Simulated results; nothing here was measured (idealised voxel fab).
This is a process module. Its name is voxel self aligned contacts.
235 nm wide, 5 nm square cells: that's cross-section cut.
Cross-section format: a grid of square cells, given as bands from top to bottom; each band is one or more rows of cells. In this notation a band is specified by the heights of its top and bottom, in that order and in nm, after which its materials appear from left to right, each paired with its width in nm. The word "edge to edge" attached to a single material means that material fills the band from edge to edge; the word "empty" stands for empty space. Note: height 0 marks the level under which the wafer is uniformly one material as received. Lowest band unbounded below, written "0 nm and below". Width "30->40": first value at the band's top row of cells, second value at its bottom row, equal change from row to row. It should be understood that the words "nothing was modified", when stated for a given step, signify that the cross-section underwent no change in any of its cells during that step. For the entry "Enclosed voids", the listed items are empty spaces with no open way to the top whose size is 8 cells or more; each item follows the pattern width x height at distance, where distance is from the left edge and all three are in nm. Heads up: the bit after the settings on a step's line is the simulator's remark on that step. overlay nm: for a step with a mask, the amount by which the mask lay right of where it was planned; a negative amount means left of it.

### This section lists the process steps that were planned
step 1: RECEIVE [material Si]
step 2: OXIDIZE [depth nm 5]
step 3: DIRECTIONAL_DEP [material polySi] [thk nm 25]
step 4: DIRECTIONAL_DEP [material SiN] [thk nm 15]
step 5: MASKED_ETCH [tone cover] [mask id GATE] [width nm 25] [pitch nm 50] [etch materials SiN] [depth nm 15] [overlay nm 0]
step 6: MASKED_ETCH [tone cover] [mask id GATE] [width nm 25] [pitch nm 50] [etch materials polySi] [depth nm 25] [overlay nm 0]
step 7: CONFORMAL_DEP [material SiN] [thk nm 5]
step 8: DIRECTIONAL_ETCH [etch materials SiN] [depth nm 5]
step 9: FILL_DEP [material SiO2] [thk nm 20]
step 10: CMP [height nm 50]
step 11: PATTERN [tone open] [mask id CONTACT] [material resist] [width nm 35] [thk nm 15] [overlay nm 0]
step 12: DIRECTIONAL_ETCH [etch materials SiO2] [depth nm 55]
step 13: STRIP [etch materials resist]
step 14: CONFORMAL_DEP [material TiN] [thk nm 5]
step 15: FILL_DEP [material W] [thk nm 5]
step 16: CMP [height nm 50]
step 17: CONFORMAL_DEP [material SiCN] [thk nm 5]

### First of two wafers, with the run carried out as planned

### Incoming wafer, cross-sectional view, post step 1
* 0 nm and below = Si edge to edge
* Enclosed voids: none

### After step 2, in cross-section
* 0 nm to -5 nm = SiO2 edge to edge
* Below -5, the layers are the same as they were.

### After step 3, in cross-section
* 25 nm to 0 nm = polySi edge to edge
* Below 0, the layers are the same as they were.

### After step 4, in cross-section
* 40 nm to 25 nm = SiN edge to edge
* Below 25, the layers are the same as they were.

### After step 5, in cross-section
* 40 nm to 25 nm = empty: 80, then SiN: 25, then empty: 25, then SiN: 25, then empty: 80
* Below 25, the layers are the same as they were.

### After step 6, in cross-section
* 40 nm to 25 nm = empty: 80, then SiN: 25, then empty: 25, then SiN: 25, then empty: 80
* 25 nm to 0 nm = empty: 80, then polySi: 25, then empty: 25, then polySi: 25, then empty: 80
* Below 0, the layers are the same as they were.

### After step 7, in cross-section
* 45 nm to 25 nm = empty: 75, then SiN: 35, then empty: 15, then SiN: 35, then empty: 75
* 25 nm to 5 nm = empty: 75, then SiN: 5, then polySi: 25, then SiN: 5, then empty: 15, then SiN: 5, then polySi: 25, then SiN: 5, then empty: 75
* 5 nm to 0 nm = SiN: 80, then polySi: 25, then SiN: 25, then polySi: 25, then SiN: 80
* Below 0, the layers are the same as they were.

### After step 8, in cross-section
* 40 nm to 25 nm = empty: 75, then SiN: 35, then empty: 15, then SiN: 35, then empty: 75
* 25 nm to 0 nm = empty: 75, then SiN: 5, then polySi: 25, then SiN: 5, then empty: 15, then SiN: 5, then polySi: 25, then SiN: 5, then empty: 75
* Below 0, the layers are the same as they were.

### After step 9, in cross-section
* 60 nm to 40 nm = SiO2 edge to edge
* 40 nm to 25 nm = SiO2: 75, then SiN: 35, then SiO2: 15, then SiN: 35, then SiO2: 75
* 25 nm to 0 nm = SiO2: 75, then SiN: 5, then polySi: 25, then SiN: 5, then SiO2: 15, then SiN: 5, then polySi: 25, then SiN: 5, then SiO2: 75
* Below 0, the layers are the same as they were.

### After step 10, in cross-section
* 50 nm to 40 nm = SiO2 edge to edge
* Below 40, the layers are the same as they were.

### After step 11, in cross-section
* 65 nm to 50 nm = resist: 100, then empty: 35, then resist: 100
* Below 50, the layers are the same as they were.

### After step 12, in cross-section
* 65 nm to 50 nm = resist: 100, then empty: 35, then resist: 100
* 50 nm to 40 nm = SiO2: 100, then empty: 35, then SiO2: 100
* 40 nm to 25 nm = SiO2: 75, then SiN: 35, then empty: 15, then SiN: 35, then SiO2: 75
* 25 nm to 0 nm = SiO2: 75, then SiN: 5, then polySi: 25, then SiN: 5, then empty: 15, then SiN: 5, then polySi: 25, then SiN: 5, then SiO2: 75
* 0 nm to -5 nm = SiO2: 110, then empty: 15, then SiO2: 110
* Below -5, the layers are the same as they were.

### After step 13, in cross-section
* 50 nm to 40 nm = SiO2: 100, then empty: 35, then SiO2: 100
* Below 40, the layers are the same as they were.

### After step 14, in cross-section
* 55 nm to 50 nm = TiN: 105, then empty: 25, then TiN: 105
* 50 nm to 40 nm = SiO2: 100, then TiN: 5->15, then empty: 25->5, then TiN: 5->15, then SiO2: 100
* 40 nm to 25 nm = SiO2: 75, then SiN: 35, then TiN: 5, then empty: 5, then TiN: 5, then SiN: 35, then SiO2: 75
* 25 nm to 0 nm = SiO2: 75, then SiN: 5, then polySi: 25, then SiN: 5, then TiN: 5, then empty: 5, then TiN: 5, then SiN: 5, then polySi: 25, then SiN: 5, then SiO2: 75
* 0 nm to -5 nm = SiO2: 110, then TiN: 15, then SiO2: 110
* Below -5, the layers are the same as they were.

### After step 15, in cross-section
* 60 nm to 55 nm = W edge to edge
* 55 nm to 50 nm = TiN: 105, then W: 25, then TiN: 105
* 50 nm to 40 nm = SiO2: 100, then TiN: 5->15, then W: 25->5, then TiN: 5->15, then SiO2: 100
* 40 nm to 25 nm = SiO2: 75, then SiN: 35, then TiN: 5, then W: 5, then TiN: 5, then SiN: 35, then SiO2: 75
* 25 nm to 0 nm = SiO2: 75, then SiN: 5, then polySi: 25, then SiN: 5, then TiN: 5, then W: 5, then TiN: 5, then SiN: 5, then polySi: 25, then SiN: 5, then SiO2: 75
* Below 0, the layers are the same as they were.

### After step 16, in cross-section
* 50 nm to 40 nm = SiO2: 100, then TiN: 5->15, then W: 25->5, then TiN: 5->15, then SiO2: 100
* Below 40, the layers are the same as they were.

### After step 17, in cross-section
* 55 nm to 50 nm = SiCN edge to edge
* Below 50, the layers are the same as they were.

### Regarding the second of the two wafers: it shared the first wafer's starting condition and process plan, yet one error occurred during its execution. Its history coincides with that of the first wafer up to and including step 1

### The second wafer cut through, at the time step 2 was supposed to be finished
* 25 nm to 0 nm = polySi edge to edge
* Below 0, the layers are the same as they were.

### The second wafer cut through, at the time step 3 was supposed to be finished
* 25 nm to 20 nm = SiO2 edge to edge
* Below 20, the layers are the same as they were.

### The second wafer cut through, at the time step 4 was supposed to be finished
* 40 nm to 25 nm = SiN edge to edge
* Below 25, the layers are the same as they were.

### The second wafer cut through, at the time step 5 was supposed to be finished
* 40 nm to 25 nm = empty: 80, then SiN: 25, then empty: 25, then SiN: 25, then empty: 80
* Below 25, the layers are the same as they were.

The second wafer cut through, at the time step 6 was supposed to be finished: nothing was modified

### The second wafer cut through, at the time step 7 was supposed to be finished
* 45 nm to 30 nm = empty: 75, then SiN: 35, then empty: 15, then SiN: 35, then empty: 75
* 30 nm to 25 nm = SiN edge to edge
* Below 25, the layers are the same as they were.

### The second wafer cut through, at the time step 8 was supposed to be finished
* 40 nm to 25 nm = empty: 75, then SiN: 35, then empty: 15, then SiN: 35, then empty: 75
* Below 25, the layers are the same as they were.

### The second wafer cut through, at the time step 9 was supposed to be finished
* 60 nm to 40 nm = SiO2 edge to edge
* 40 nm to 25 nm = SiO2: 75, then SiN: 35, then SiO2: 15, then SiN: 35, then SiO2: 75
* Below 25, the layers are the same as they were.

### The second wafer cut through, at the time step 10 was supposed to be finished
* 50 nm to 40 nm = SiO2 edge to edge
* Below 40, the layers are the same as they were.

### The second wafer cut through, at the time step 11 was supposed to be finished
* 65 nm to 50 nm = resist: 100, then empty: 35, then resist: 100
* Below 50, the layers are the same as they were.

### The second wafer cut through, at the time step 12 was supposed to be finished
* 65 nm to 50 nm = resist: 100, then empty: 35, then resist: 100
* 50 nm to 40 nm = SiO2: 100, then empty: 35, then SiO2: 100
* 40 nm to 25 nm = SiO2: 75, then SiN: 35, then empty: 15, then SiN: 35, then SiO2: 75
* 25 nm to 20 nm = SiO2: 110, then empty: 15, then SiO2: 110
* Below 20, the layers are the same as they were.

### The second wafer cut through, at the time step 13 was supposed to be finished
* 50 nm to 40 nm = SiO2: 100, then empty: 35, then SiO2: 100
* Below 40, the layers are the same as they were.

### The second wafer cut through, at the time step 14 was supposed to be finished
* 55 nm to 50 nm = TiN: 105, then empty: 25, then TiN: 105
* 50 nm to 40 nm = SiO2: 100, then TiN: 5->15, then empty: 25->5, then TiN: 5->15, then SiO2: 100
* 40 nm to 25 nm = SiO2: 75, then SiN: 35, then TiN: 5, then empty: 5, then TiN: 5, then SiN: 35, then SiO2: 75
* 25 nm to 20 nm = SiO2: 110, then TiN: 15, then SiO2: 110
* Below 20, the layers are the same as they were.

### The second wafer cut through, at the time step 15 was supposed to be finished
* 60 nm to 55 nm = W edge to edge
* 55 nm to 50 nm = TiN: 105, then W: 25, then TiN: 105
* 50 nm to 40 nm = SiO2: 100, then TiN: 5->15, then W: 25->5, then TiN: 5->15, then SiO2: 100
* 40 nm to 25 nm = SiO2: 75, then SiN: 35, then TiN: 5, then W: 5, then TiN: 5, then SiN: 35, then SiO2: 75
* Below 25, the layers are the same as they were.

### The second wafer cut through, at the time step 16 was supposed to be finished
* 50 nm to 40 nm = SiO2: 100, then TiN: 5->15, then W: 25->5, then TiN: 5->15, then SiO2: 100
* Below 40, the layers are the same as they were.

### The second wafer cut through, at the time step 17 was supposed to be finished
* 55 nm to 50 nm = SiCN edge to edge
* Below 50, the layers are the same as they were.
Heads up, the wafer didn't run the way we planned it: the run placed steps 2 and 3 each in the position the plan gave to the other
The closing comparison, in cells, has the second wafer with more or fewer of some materials than the first: +47 Si | -20 SiN | -150 SiO2 | -10 TiN | -5 W | +138 polySi
